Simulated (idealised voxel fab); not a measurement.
Process module heading - voxel transistor to metal
Square cells of 5 nm make up the cross-section cut, whose width is 150 nm.
Format of a cross-section: grid, square cells. Given as bands. Order: top down. Band: one or more rows of cells.
In this notation a band is specified by the heights of its top and bottom, in that order and in nm, after which its materials appear from left to right, each paired with its width in nm. The word "throughout" attached to a single material means that material fills the band from edge to edge; the word "air" stands for empty space.
Height reference: 0 = level under which incoming wafer is all one material. Lowest band: no bottom, runs on downward, e.g. "0 down".
The width entry "30->40" should be interpreted row by row: the top row of cells in the band takes the first number, the bottom row takes the second number, and the change between adjacent rows is uniform throughout.
Basically "all unchanged" means that step didn't change any cell in the cross-section.
Entry "Tabulated closed voids". Content: empty spaces with no open connection to the top, size 8 cells or greater. Each: width x height at distance. Distance: from left edge. Unit: nm.
Whatever follows a step's settings on its line is a remark the simulator itself makes about that step.
overlay nm, on a step with a mask: how far to the right of its planned place the mask lay; to the left if negative

So here's the lineup of process steps we planned:
1 RECEIVE (material Si)
2 OXIDIZE (depth nm 5)
3 CONFORMAL_DEP (material SiN; thk nm 10)
4 PATTERN (tone cover; mask id ACTIVE; material resist; width nm 95; thk nm 20; overlay nm 0)
5 DIRECTIONAL_ETCH (etch materials SiN; depth nm 10)
6 DIRECTIONAL_ETCH (etch materials SiO2; depth nm 5)
7 DIRECTIONAL_ETCH (etch materials Si; depth nm 35)
8 STRIP (etch materials resist)
9 FILL_DEP (material SiO2; thk nm 5)
10 CMP (height nm 10)
11 SELECTIVE_ETCH (etch materials SiO2; depth nm 10)
12 STRIP (etch materials SiN)
13 SELECTIVE_ETCH (etch materials SiO2; depth nm 5)
14 OXIDIZE (depth nm 5)
15 DIRECTIONAL_DEP (material polySi; thk nm 30)
16 DIRECTIONAL_DEP (material SiCN; thk nm 10)
17 MASKED_ETCH (tone cover; mask id GATE; width nm 25; etch materials SiCN; depth nm 20; overlay nm 0)
18 MASKED_ETCH (tone cover; mask id GATE; width nm 25; etch materials polySi; depth nm 40; overlay nm 0)
19 CONFORMAL_DEP (material SiO2; thk nm 5)
20 DIRECTIONAL_ETCH (etch materials SiO2; depth nm 5)
21 CONFORMAL_DEP (material SiN; thk nm 5)
22 DIRECTIONAL_ETCH (etch materials SiN; depth nm 5)
23 DIRECTIONAL_ETCH (etch materials SiO2; depth nm 5)
24 DIRECTIONAL_ETCH (etch materials Si; depth nm 5)
25 EPI (material SiGe; thk nm 10)
26 FILL_DEP (material SiO2; thk nm 10)
27 CMP (height nm 25)
28 STRIP (etch materials polySi)
29 SELECTIVE_ETCH (etch materials SiO2; depth nm 5)
30 CONFORMAL_DEP (material HfO2; thk nm 5)
31 CONFORMAL_DEP (material TiN; thk nm 5)
32 FILL_DEP (material W; thk nm 10)
33 CMP (height nm 20)
34 DIRECTIONAL_DEP (material SiO2; thk nm 15)
35 MASKED_ETCH (tone open; mask id CONTACT; width nm 15; pitch nm 70; etch materials SiO2; depth nm 40; overlay nm 0)
36 CONFORMAL_DEP (material TiN; thk nm 5)
37 FILL_DEP (material Ru; thk nm 10)
38 CMP (height nm 35)
39 CONFORMAL_DEP (material SiCN; thk nm 5)
40 DIRECTIONAL_DEP (material SiO2; thk nm 20)
41 PATTERN (tone open; mask id METAL_1; material resist; width nm 15; pitch nm 70; thk nm 15; overlay nm 0)
42 DIRECTIONAL_ETCH (etch materials SiO2; depth nm 20)
43 DIRECTIONAL_ETCH (etch materials SiCN; depth nm 5)
44 STRIP (etch materials resist)
45 CONFORMAL_DEP (material TiN; thk nm 5)
46 FILL_DEP (material Cu; thk nm 10)
47 CMP (height nm 60)
48 CONFORMAL_DEP (material SiN; thk nm 5)

First wafer out of two, processed as planned:

Cross-section of the wafer upon arrival, representing the state reached after step 1:
0 down = Si throughout
Tabulated closed voids: none

State of the wafer after step 2, shown in cross-section:
0 to -5 = SiO2 throughout
Anything lower than -5 is untouched.

State of the wafer after step 3, shown in cross-section:
10 to 0 = SiN throughout
Anything lower than 0 is untouched.

State of the wafer after step 4, shown in cross-section:
30 to 10 = air 25 nm / resist 95 nm / air 30 nm
Anything lower than 10 is untouched.

State of the wafer after step 5, shown in cross-section:
30 to 10 = air 25 nm / resist 95 nm / air 30 nm
10 to 0 = air 25 nm / SiN 95 nm / air 30 nm
Anything lower than 0 is untouched.

State of the wafer after step 6, shown in cross-section:
30 to 10 = air 25 nm / resist 95 nm / air 30 nm
10 to 0 = air 25 nm / SiN 95 nm / air 30 nm
0 to -5 = air 25 nm / SiO2 95 nm / air 30 nm
Anything lower than -5 is untouched.

State of the wafer after step 7, shown in cross-section:
30 to 10 = air 25 nm / resist 95 nm / air 30 nm
10 to 0 = air 25 nm / SiN 95 nm / air 30 nm
0 to -5 = air 25 nm / SiO2 95 nm / air 30 nm
-5 to -40 = air 25 nm / Si 95 nm / air 30 nm
Anything lower than -40 is untouched.

State of the wafer after step 8, shown in cross-section:
10 to 0 = air 25 nm / SiN 95 nm / air 30 nm
Anything lower than 0 is untouched.

State of the wafer after step 9, shown in cross-section:
15 to 10 = SiO2 throughout
10 to 0 = SiO2 25 nm / SiN 95 nm / SiO2 30 nm
0 to -5 = SiO2 throughout
-5 to -40 = SiO2 25 nm / Si 95 nm / SiO2 30 nm
Anything lower than -40 is untouched.

State of the wafer after step 10, shown in cross-section:
10 to 0 = SiO2 25 nm / SiN 95 nm / SiO2 30 nm
Anything lower than 0 is untouched.

State of the wafer after step 11, shown in cross-section:
10 to 0 = air 25 nm / SiN 95 nm / air 30 nm
Anything lower than 0 is untouched.

State of the wafer after step 12, shown in cross-section:
0 to -5 = SiO2 throughout
Anything lower than -5 is untouched.

State of the wafer after step 13, shown in cross-section:
-5 to -40 = SiO2 25 nm / Si 95 nm / SiO2 30 nm
Anything lower than -40 is untouched.

State of the wafer after step 14, shown in cross-section:
-5 to -10 = SiO2 throughout
Anything lower than -10 is untouched.

State of the wafer after step 15, shown in cross-section:
25 to -5 = polySi throughout
Anything lower than -5 is untouched.

State of the wafer after step 16, shown in cross-section:
35 to 25 = SiCN throughout
Anything lower than 25 is untouched.

State of the wafer after step 17, shown in cross-section:
35 to 25 = air 60 nm / SiCN 25 nm / air 65 nm
Anything lower than 25 is untouched.

State of the wafer after step 18, shown in cross-section:
35 to 25 = air 60 nm / SiCN 25 nm / air 65 nm
25 to -5 = air 60 nm / polySi 25 nm / air 65 nm
Anything lower than -5 is untouched.

State of the wafer after step 19, shown in cross-section:
40 to 35 = air 55 nm / SiO2 35 nm / air 60 nm
35 to 25 = air 55 nm / SiO2 5 nm / SiCN 25 nm / SiO2 5 nm / air 60 nm
25 to 0 = air 55 nm / SiO2 5 nm / polySi 25 nm / SiO2 5 nm / air 60 nm
0 to -5 = SiO2 60 nm / polySi 25 nm / SiO2 65 nm
Anything lower than -5 is untouched.

State of the wafer after step 20, shown in cross-section:
35 to 25 = air 55 nm / SiO2 5 nm / SiCN 25 nm / SiO2 5 nm / air 60 nm
25 to -5 = air 55 nm / SiO2 5 nm / polySi 25 nm / SiO2 5 nm / air 60 nm
Anything lower than -5 is untouched.

State of the wafer after step 21, shown in cross-section:
40 to 35 = air 50 nm / SiN 45 nm / air 55 nm
35 to 25 = air 50 nm / SiN 5 nm / SiO2 5 nm / SiCN 25 nm / SiO2 5 nm / SiN 5 nm / air 55 nm
25 to 0 = air 50 nm / SiN 5 nm / SiO2 5 nm / polySi 25 nm / SiO2 5 nm / SiN 5 nm / air 55 nm
0 to -5 = SiN 55 nm / SiO2 5 nm / polySi 25 nm / SiO2 5 nm / SiN 60 nm
Anything lower than -5 is untouched.

State of the wafer after step 22, shown in cross-section:
35 to 25 = air 50 nm / SiN 5 nm / SiO2 5 nm / SiCN 25 nm / SiO2 5 nm / SiN 5 nm / air 55 nm
25 to -5 = air 50 nm / SiN 5 nm / SiO2 5 nm / polySi 25 nm / SiO2 5 nm / SiN 5 nm / air 55 nm
Anything lower than -5 is untouched.

State of the wafer after step 23, shown in cross-section:
35 to 30 = air 50 nm / SiN 5 nm / air 5 nm / SiCN 25 nm / air 5 nm / SiN 5 nm / air 55 nm
30 to 25 = air 50 nm / SiN 5 nm / SiO2 5 nm / SiCN 25 nm / SiO2 5 nm / SiN 5 nm / air 55 nm
25 to -5 = air 50 nm / SiN 5 nm / SiO2 5 nm / polySi 25 nm / SiO2 5 nm / SiN 5 nm / air 55 nm
-5 to -10 = air 50 nm / SiO2 45 nm / air 55 nm
Anything lower than -10 is untouched.

State of the wafer after step 24, shown in cross-section:
35 to 30 = air 50 nm / SiN 5 nm / air 5 nm / SiCN 25 nm / air 5 nm / SiN 5 nm / air 55 nm
30 to 25 = air 50 nm / SiN 5 nm / SiO2 5 nm / SiCN 25 nm / SiO2 5 nm / SiN 5 nm / air 55 nm
25 to -5 = air 50 nm / SiN 5 nm / SiO2 5 nm / polySi 25 nm / SiO2 5 nm / SiN 5 nm / air 55 nm
-5 to -10 = air 50 nm / SiO2 45 nm / air 55 nm
-10 to -15 = SiO2 25 nm / air 25 nm / Si 45 nm / air 25 nm / SiO2 30 nm
Anything lower than -15 is untouched.

State of the wafer after step 25, shown in cross-section:
35 to 30 = air 50 nm / SiN 5 nm / air 5 nm / SiCN 25 nm / air 5 nm / SiN 5 nm / air 55 nm
30 to 25 = air 50 nm / SiN 5 nm / SiO2 5 nm / SiCN 25 nm / SiO2 5 nm / SiN 5 nm / air 55 nm
25 to 0 = air 50 nm / SiN 5 nm / SiO2 5 nm / polySi 25 nm / SiO2 5 nm / SiN 5 nm / air 55 nm
0 to -5 = air 40 nm / SiGe 10 nm / SiN 5 nm / SiO2 5 nm / polySi 25 nm / SiO2 5 nm / SiN 5 nm / SiGe 10 nm / air 45 nm
-5 to -10 = air 20 nm / SiGe 30 nm / SiO2 45 nm / SiGe 30 nm / air 25 nm
-10 to -15 = SiO2 25 nm / SiGe 25 nm / Si 45 nm / SiGe 25 nm / SiO2 30 nm
Anything lower than -15 is untouched.

State of the wafer after step 26, shown in cross-section:
45 to 35 = SiO2 throughout
35 to 25 = SiO2 50 nm / SiN 5 nm / SiO2 5 nm / SiCN 25 nm / SiO2 5 nm / SiN 5 nm / SiO2 55 nm
25 to 0 = SiO2 50 nm / SiN 5 nm / SiO2 5 nm / polySi 25 nm / SiO2 5 nm / SiN 5 nm / SiO2 55 nm
0 to -5 = SiO2 40 nm / SiGe 10 nm / SiN 5 nm / SiO2 5 nm / polySi 25 nm / SiO2 5 nm / SiN 5 nm / SiGe 10 nm / SiO2 45 nm
-5 to -10 = SiO2 20 nm / SiGe 30 nm / SiO2 45 nm / SiGe 30 nm / SiO2 25 nm
Anything lower than -10 is untouched.

State of the wafer after step 27, shown in cross-section:
25 to 0 = SiO2 50 nm / SiN 5 nm / SiO2 5 nm / polySi 25 nm / SiO2 5 nm / SiN 5 nm / SiO2 55 nm
Anything lower than 0 is untouched.

State of the wafer after step 28, shown in cross-section:
25 to 0 = SiO2 50 nm / SiN 5 nm / SiO2 5 nm / air 25 nm / SiO2 5 nm / SiN 5 nm / SiO2 55 nm
0 to -5 = SiO2 40 nm / SiGe 10 nm / SiN 5 nm / SiO2 5 nm / air 25 nm / SiO2 5 nm / SiN 5 nm / SiGe 10 nm / SiO2 45 nm
Anything lower than -5 is untouched.

State of the wafer after step 29, shown in cross-section:
25 to 20 = air 50 nm / SiN 5 nm / air 35 nm / SiN 5 nm / air 55 nm
20 to 0 = SiO2 50 nm / SiN 5 nm / air 35 nm / SiN 5 nm / SiO2 55 nm
0 to -5 = SiO2 40 nm / SiGe 10 nm / SiN 5 nm / air 35 nm / SiN 5 nm / SiGe 10 nm / SiO2 45 nm
-5 to -10 = SiO2 20 nm / SiGe 30 nm / SiO2 5 nm / air 35 nm / SiO2 5 nm / SiGe 30 nm / SiO2 25 nm
Anything lower than -10 is untouched.

State of the wafer after step 30, shown in cross-section:
30 to 25 = air 45 nm / HfO2 15 nm / air 25 nm / HfO2 15 nm / air 50 nm
25 to 20 = HfO2 50 nm / SiN 5 nm / HfO2 5 nm / air 25 nm / HfO2 5 nm / SiN 5 nm / HfO2 55 nm
20 to 0 = SiO2 50 nm / SiN 5 nm / HfO2 5 nm / air 25 nm / HfO2 5 nm / SiN 5 nm / SiO2 55 nm
0 to -5 = SiO2 40 nm / SiGe 10 nm / SiN 5 nm / HfO2 5 nm / air 25 nm / HfO2 5 nm / SiN 5 nm / SiGe 10 nm / SiO2 45 nm
-5 to -10 = SiO2 20 nm / SiGe 30 nm / SiO2 5 nm / HfO2 35 nm / SiO2 5 nm / SiGe 30 nm / SiO2 25 nm
Anything lower than -10 is untouched.

State of the wafer after step 31, shown in cross-section:
35 to 30 = air 40 nm / TiN 25 nm / air 15 nm / TiN 25 nm / air 45 nm
30 to 25 = TiN 45 nm / HfO2 15 nm / TiN 5 nm / air 15 nm / TiN 5 nm / HfO2 15 nm / TiN 50 nm
25 to 20 = HfO2 50 nm / SiN 5 nm / HfO2 5 nm / TiN 5 nm / air 15 nm / TiN 5 nm / HfO2 5 nm / SiN 5 nm / HfO2 55 nm
20 to 0 = SiO2 50 nm / SiN 5 nm / HfO2 5 nm / TiN 5 nm / air 15 nm / TiN 5 nm / HfO2 5 nm / SiN 5 nm / SiO2 55 nm
0 to -5 = SiO2 40 nm / SiGe 10 nm / SiN 5 nm / HfO2 5 nm / TiN 25 nm / HfO2 5 nm / SiN 5 nm / SiGe 10 nm / SiO2 45 nm
Anything lower than -5 is untouched.

State of the wafer after step 32, shown in cross-section:
45 to 35 = W throughout
35 to 30 = W 40 nm / TiN 25 nm / W 15 nm / TiN 25 nm / W 45 nm
30 to 25 = TiN 45 nm / HfO2 15 nm / TiN 5 nm / W 15 nm / TiN 5 nm / HfO2 15 nm / TiN 50 nm
25 to 20 = HfO2 50 nm / SiN 5 nm / HfO2 5 nm / TiN 5 nm / W 15 nm / TiN 5 nm / HfO2 5 nm / SiN 5 nm / HfO2 55 nm
20 to 0 = SiO2 50 nm / SiN 5 nm / HfO2 5 nm / TiN 5 nm / W 15 nm / TiN 5 nm / HfO2 5 nm / SiN 5 nm / SiO2 55 nm
Anything lower than 0 is untouched.

State of the wafer after step 33, shown in cross-section:
20 to 0 = SiO2 50 nm / SiN 5 nm / HfO2 5 nm / TiN 5 nm / W 15 nm / TiN 5 nm / HfO2 5 nm / SiN 5 nm / SiO2 55 nm
Anything lower than 0 is untouched.

State of the wafer after step 34, shown in cross-section:
35 to 20 = SiO2 throughout
Anything lower than 20 is untouched.

State of the wafer after step 35, shown in cross-section:
35 to 20 = SiO2 30 nm / air 15 nm / SiO2 55 nm / air 15 nm / SiO2 35 nm
20 to 0 = SiO2 30 nm / air 15 nm / SiO2 5 nm / SiN 5 nm / HfO2 5 nm / TiN 5 nm / W 15 nm / TiN 5 nm / HfO2 5 nm / SiN 5 nm / SiO2 5 nm / air 15 nm / SiO2 35 nm
0 to -5 = SiO2 30 nm / air 10 nm / SiGe 10 nm / SiN 5 nm / HfO2 5 nm / TiN 25 nm / HfO2 5 nm / SiN 5 nm / SiGe 10 nm / air 10 nm / SiO2 35 nm
Anything lower than -5 is untouched.

State of the wafer after step 36, shown in cross-section:
40 to 35 = TiN 35 nm / air 5 nm / TiN 65 nm / air 5 nm / TiN 40 nm
35 to 20 = SiO2 30 nm / TiN 5 nm / air 5 nm / TiN 5 nm / SiO2 55 nm / TiN 5 nm / air 5 nm / TiN 5 nm / SiO2 35 nm
20 to 5 = SiO2 30 nm / TiN 5 nm / air 5 nm / TiN 5 nm / SiO2 5 nm / SiN 5 nm / HfO2 5 nm / TiN 5 nm / W 15 nm / TiN 5 nm / HfO2 5 nm / SiN 5 nm / SiO2 5 nm / TiN 5 nm / air 5 nm / TiN 5 nm / SiO2 35 nm
5 to 0 = SiO2 30 nm / TiN 15 nm / SiO2 5 nm / SiN 5 nm / HfO2 5 nm / TiN 5 nm / W 15 nm / TiN 5 nm / HfO2 5 nm / SiN 5 nm / SiO2 5 nm / TiN 15 nm / SiO2 35 nm
0 to -5 = SiO2 30 nm / TiN 10 nm / SiGe 10 nm / SiN 5 nm / HfO2 5 nm / TiN 25 nm / HfO2 5 nm / SiN 5 nm / SiGe 10 nm / TiN 10 nm / SiO2 35 nm
Anything lower than -5 is untouched.

State of the wafer after step 37, shown in cross-section:
50 to 40 = Ru throughout
40 to 35 = TiN 35 nm / Ru 5 nm / TiN 65 nm / Ru 5 nm / TiN 40 nm
35 to 20 = SiO2 30 nm / TiN 5 nm / Ru 5 nm / TiN 5 nm / SiO2 55 nm / TiN 5 nm / Ru 5 nm / TiN 5 nm / SiO2 35 nm
20 to 5 = SiO2 30 nm / TiN 5 nm / Ru 5 nm / TiN 5 nm / SiO2 5 nm / SiN 5 nm / HfO2 5 nm / TiN 5 nm / W 15 nm / TiN 5 nm / HfO2 5 nm / SiN 5 nm / SiO2 5 nm / TiN 5 nm / Ru 5 nm / TiN 5 nm / SiO2 35 nm
Anything lower than 5 is untouched.

State of the wafer after step 38, shown in cross-section:
35 to 20 = SiO2 30 nm / TiN 5 nm / Ru 5 nm / TiN 5 nm / SiO2 55 nm / TiN 5 nm / Ru 5 nm / TiN 5 nm / SiO2 35 nm
Anything lower than 20 is untouched.

State of the wafer after step 39, shown in cross-section:
40 to 35 = SiCN throughout
Anything lower than 35 is untouched.

State of the wafer after step 40, shown in cross-section:
60 to 40 = SiO2 throughout
Anything lower than 40 is untouched.

State of the wafer after step 41, shown in cross-section:
75 to 60 = resist 30 nm / air 15 nm / resist 55 nm / air 15 nm / resist 35 nm
Anything lower than 60 is untouched.

State of the wafer after step 42, shown in cross-section:
75 to 60 = resist 30 nm / air 15 nm / resist 55 nm / air 15 nm / resist 35 nm
60 to 40 = SiO2 30 nm / air 15 nm / SiO2 55 nm / air 15 nm / SiO2 35 nm
Anything lower than 40 is untouched.

State of the wafer after step 43, shown in cross-section:
75 to 60 = resist 30 nm / air 15 nm / resist 55 nm / air 15 nm / resist 35 nm
60 to 40 = SiO2 30 nm / air 15 nm / SiO2 55 nm / air 15 nm / SiO2 35 nm
40 to 35 = SiCN 30 nm / air 15 nm / SiCN 55 nm / air 15 nm / SiCN 35 nm
Anything lower than 35 is untouched.

State of the wafer after step 44, shown in cross-section:
60 to 40 = SiO2 30 nm / air 15 nm / SiO2 55 nm / air 15 nm / SiO2 35 nm
Anything lower than 40 is untouched.

State of the wafer after step 45, shown in cross-section:
65 to 60 = TiN 35 nm / air 5 nm / TiN 65 nm / air 5 nm / TiN 40 nm
60 to 40 = SiO2 30 nm / TiN 5 nm / air 5 nm / TiN 5 nm / SiO2 55 nm / TiN 5 nm / air 5 nm / TiN 5 nm / SiO2 35 nm
40 to 35 = SiCN 30 nm / TiN 15 nm / SiCN 55 nm / TiN 15 nm / SiCN 35 nm
Anything lower than 35 is untouched.

State of the wafer after step 46, shown in cross-section:
75 to 65 = Cu throughout
65 to 60 = TiN 35 nm / Cu 5 nm / TiN 65 nm / Cu 5 nm / TiN 40 nm
60 to 40 = SiO2 30 nm / TiN 5 nm / Cu 5 nm / TiN 5 nm / SiO2 55 nm / TiN 5 nm / Cu 5 nm / TiN 5 nm / SiO2 35 nm
Anything lower than 40 is untouched.

State of the wafer after step 47, shown in cross-section:
60 to 40 = SiO2 30 nm / TiN 5 nm / Cu 5 nm / TiN 5 nm / SiO2 55 nm / TiN 5 nm / Cu 5 nm / TiN 5 nm / SiO2 35 nm
Anything lower than 40 is untouched.

State of the wafer after step 48, shown in cross-section:
65 to 60 = SiN throughout
Anything lower than 60 is untouched.

The Second Wafer: Common Origin and Plan, One Mistake in Execution, Identical to the First Through Step 33:

X-section, second wafer, when step 34 was due to finish:
50 to 20 = SiO2 throughout
Anything lower than 20 is untouched.

X-section, second wafer, when step 35 was due to finish:
50 to 20 = SiO2 30 nm / air 15 nm / SiO2 55 nm / air 15 nm / SiO2 35 nm
20 to 10 = SiO2 30 nm / air 15 nm / SiO2 5 nm / SiN 5 nm / HfO2 5 nm / TiN 5 nm / W 15 nm / TiN 5 nm / HfO2 5 nm / SiN 5 nm / SiO2 5 nm / air 15 nm / SiO2 35 nm
Anything lower than 10 is untouched.

X-section, second wafer, when step 36 was due to finish:
55 to 50 = TiN 35 nm / air 5 nm / TiN 65 nm / air 5 nm / TiN 40 nm
50 to 20 = SiO2 30 nm / TiN 5 nm / air 5 nm / TiN 5 nm / SiO2 55 nm / TiN 5 nm / air 5 nm / TiN 5 nm / SiO2 35 nm
20 to 15 = SiO2 30 nm / TiN 5 nm / air 5 nm / TiN 5 nm / SiO2 5 nm / SiN 5 nm / HfO2 5 nm / TiN 5 nm / W 15 nm / TiN 5 nm / HfO2 5 nm / SiN 5 nm / SiO2 5 nm / TiN 5 nm / air 5 nm / TiN 5 nm / SiO2 35 nm
15 to 10 = SiO2 30 nm / TiN 15 nm / SiO2 5 nm / SiN 5 nm / HfO2 5 nm / TiN 5 nm / W 15 nm / TiN 5 nm / HfO2 5 nm / SiN 5 nm / SiO2 5 nm / TiN 15 nm / SiO2 35 nm
Anything lower than 10 is untouched.

X-section, second wafer, when step 37 was due to finish:
65 to 55 = Ru throughout
55 to 50 = TiN 35 nm / Ru 5 nm / TiN 65 nm / Ru 5 nm / TiN 40 nm
50 to 20 = SiO2 30 nm / TiN 5 nm / Ru 5 nm / TiN 5 nm / SiO2 55 nm / TiN 5 nm / Ru 5 nm / TiN 5 nm / SiO2 35 nm
20 to 15 = SiO2 30 nm / TiN 5 nm / Ru 5 nm / TiN 5 nm / SiO2 5 nm / SiN 5 nm / HfO2 5 nm / TiN 5 nm / W 15 nm / TiN 5 nm / HfO2 5 nm / SiN 5 nm / SiO2 5 nm / TiN 5 nm / Ru 5 nm / TiN 5 nm / SiO2 35 nm
Anything lower than 15 is untouched.

X-section, second wafer, when step 38 was due to finish:
35 to 20 = SiO2 30 nm / TiN 5 nm / Ru 5 nm / TiN 5 nm / SiO2 55 nm / TiN 5 nm / Ru 5 nm / TiN 5 nm / SiO2 35 nm
Anything lower than 20 is untouched.

X-section, second wafer, when step 39 was due to finish:
40 to 35 = SiCN throughout
Anything lower than 35 is untouched.

X-section, second wafer, when step 40 was due to finish:
60 to 40 = SiO2 throughout
Anything lower than 40 is untouched.

X-section, second wafer, when step 41 was due to finish:
75 to 60 = resist 30 nm / air 15 nm / resist 55 nm / air 15 nm / resist 35 nm
Anything lower than 60 is untouched.

X-section, second wafer, when step 42 was due to finish:
75 to 60 = resist 30 nm / air 15 nm / resist 55 nm / air 15 nm / resist 35 nm
60 to 40 = SiO2 30 nm / air 15 nm / SiO2 55 nm / air 15 nm / SiO2 35 nm
Anything lower than 40 is untouched.

X-section, second wafer, when step 43 was due to finish:
75 to 60 = resist 30 nm / air 15 nm / resist 55 nm / air 15 nm / resist 35 nm
60 to 40 = SiO2 30 nm / air 15 nm / SiO2 55 nm / air 15 nm / SiO2 35 nm
40 to 35 = SiCN 30 nm / air 15 nm / SiCN 55 nm / air 15 nm / SiCN 35 nm
Anything lower than 35 is untouched.

X-section, second wafer, when step 44 was due to finish:
60 to 40 = SiO2 30 nm / air 15 nm / SiO2 55 nm / air 15 nm / SiO2 35 nm
Anything lower than 40 is untouched.

X-section, second wafer, when step 45 was due to finish:
65 to 60 = TiN 35 nm / air 5 nm / TiN 65 nm / air 5 nm / TiN 40 nm
60 to 40 = SiO2 30 nm / TiN 5 nm / air 5 nm / TiN 5 nm / SiO2 55 nm / TiN 5 nm / air 5 nm / TiN 5 nm / SiO2 35 nm
40 to 35 = SiCN 30 nm / TiN 15 nm / SiCN 55 nm / TiN 15 nm / SiCN 35 nm
Anything lower than 35 is untouched.

X-section, second wafer, when step 46 was due to finish:
75 to 65 = Cu throughout
65 to 60 = TiN 35 nm / Cu 5 nm / TiN 65 nm / Cu 5 nm / TiN 40 nm
60 to 40 = SiO2 30 nm / TiN 5 nm / Cu 5 nm / TiN 5 nm / SiO2 55 nm / TiN 5 nm / Cu 5 nm / TiN 5 nm / SiO2 35 nm
Anything lower than 40 is untouched.

X-section, second wafer, when step 47 was due to finish:
60 to 40 = SiO2 30 nm / TiN 5 nm / Cu 5 nm / TiN 5 nm / SiO2 55 nm / TiN 5 nm / Cu 5 nm / TiN 5 nm / SiO2 35 nm
Anything lower than 40 is untouched.

X-section, second wafer, when step 48 was due to finish:
65 to 60 = SiN throughout
Anything lower than 60 is untouched.
what went wrong: step 34 of the plan saw execution twice
At the finish, the second wafer shows more or fewer cells for some materials than the first does: Ru: 4 fewer, SiO2: 16 more, TiN: 12 fewer
